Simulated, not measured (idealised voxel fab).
process module | voxel air gaps
cross-section cut | 285 nm wide | cells 5 nm
A cross-section is a grid of square cells, given in bands from the top down. A band is one or more rows of cells.
Each band's line starts with the height of the band's top and of its bottom, in nm. Then come its materials from left to right, each with its width in nm. One material with "throughout" fills the band from edge to edge. "air" is empty space.
Height 0 is the level under which the wafer as received is all one material. The lowest band goes on downwards, as in "0 down".
A width such as "30 to 40" changes by the same amount from each row of cells to the next, from the band's top row to its bottom row.
"no change" after a step means that no cell of the cross-section changed.
closed voids: empty space of 8 cells or more with no open way to the top, each as width x height at its distance from the left edge, in nm
after a step's settings: what the simulator itself notes on the step
overlay nm, on a step with a mask: how far to the right of its planned place the mask lay; to the left if negative
plan
1 op RECEIVE | material Si
2 op CONFORMAL_DEP | material SiO2 | thk nm 10
3 op CONFORMAL_DEP | material SiN | thk nm 5
4 op DIRECTIONAL_DEP | material lowk | thk nm 40
5 op DIRECTIONAL_DEP | material aC | thk nm 10
6 op PATTERN | tone open | mask id LINES | material resist | width nm 15 | pitch nm 40 | thk nm 25 | overlay nm 0
7 op DIRECTIONAL_ETCH | etch materials aC | depth nm 10
8 op STRIP | etch materials resist
9 op DIRECTIONAL_ETCH | etch materials lowk | depth nm 40
10 op STRIP | etch materials aC
11 op CONFORMAL_DEP | material TiN | thk nm 5
12 op FILL_DEP | material Ru | thk nm 10
13 op CMP | height nm 55
14 op EPI | material Ru | thk nm 10
15 op SELECTIVE_ETCH | etch materials lowk | depth nm 50
16 op CONFORMAL_DEP | material SiN | thk nm 5
as received, after step 1
  0 down: Si throughout
  closed voids: none
first wafer at the end, as planned
  70 to 65: air 60 | SiN 165 | air 60
  65 to 55: air 60 | SiN 5 | Ru 35 | SiN 5 | Ru 35 | SiN 5 | Ru 35 | SiN 5 | Ru 35 | SiN 5 | air 60
  55 to 50: air 60 | SiN 15 | TiN 5 | Ru 5 | TiN 5 | SiN 25 | TiN 5 | Ru 5 | TiN 5 | SiN 25 | TiN 5 | Ru 5 | TiN 5 | SiN 25 | TiN 5 | Ru 5 | TiN 5 | SiN 15 | air 60
  50 to 20: air 70 | SiN 5 | TiN 5 | Ru 5 | TiN 5 | SiN 5 | air 15 | SiN 5 | TiN 5 | Ru 5 | TiN 5 | SiN 5 | air 15 | SiN 5 | TiN 5 | Ru 5 | TiN 5 | SiN 5 | air 15 | SiN 5 | TiN 5 | Ru 5 | TiN 5 | SiN 5 | air 70
  20 to 15: SiN 75 | TiN 15 | SiN 25 | TiN 15 | SiN 25 | TiN 15 | SiN 25 | TiN 15 | SiN 75
  15 to 10: SiN throughout
  10 to 0: SiO2 throughout
  0 down: Si throughout
  closed voids: 15 x 30 at 95; 15 x 30 at 135; 15 x 30 at 175
second wafer at the end: like start, like plan, one mistake
  70 to 65: SiN throughout
  65 to 55: Ru throughout
  55 to 20: Ru 70 | TiN 5 | lowk 15 | TiN 5 | Ru 15 | TiN 5 | lowk 15 | TiN 5 | Ru 15 | TiN 5 | lowk 15 | TiN 5 | Ru 15 | TiN 5 | lowk 15 | TiN 5 | Ru 70
  20 to 15: TiN 75 | lowk 15 | TiN 25 | lowk 15 | TiN 25 | lowk 15 | TiN 25 | lowk 15 | TiN 75
  15 to 10: SiN throughout
  10 to 0: SiO2 throughout
  0 down: Si throughout
  closed voids: none
what went wrong: step 6 ran as: op PATTERN | tone cover | mask id LINES | material resist | width nm 15 | pitch nm 40 | thk nm 25 | overlay nm 0
at the end the second wafer has, in cells: 289 more of Ru | 100 fewer of SiN | 33 more of TiN | 96 more of lowk
closed voids at the end (first wafer, second wafer): 3, 0
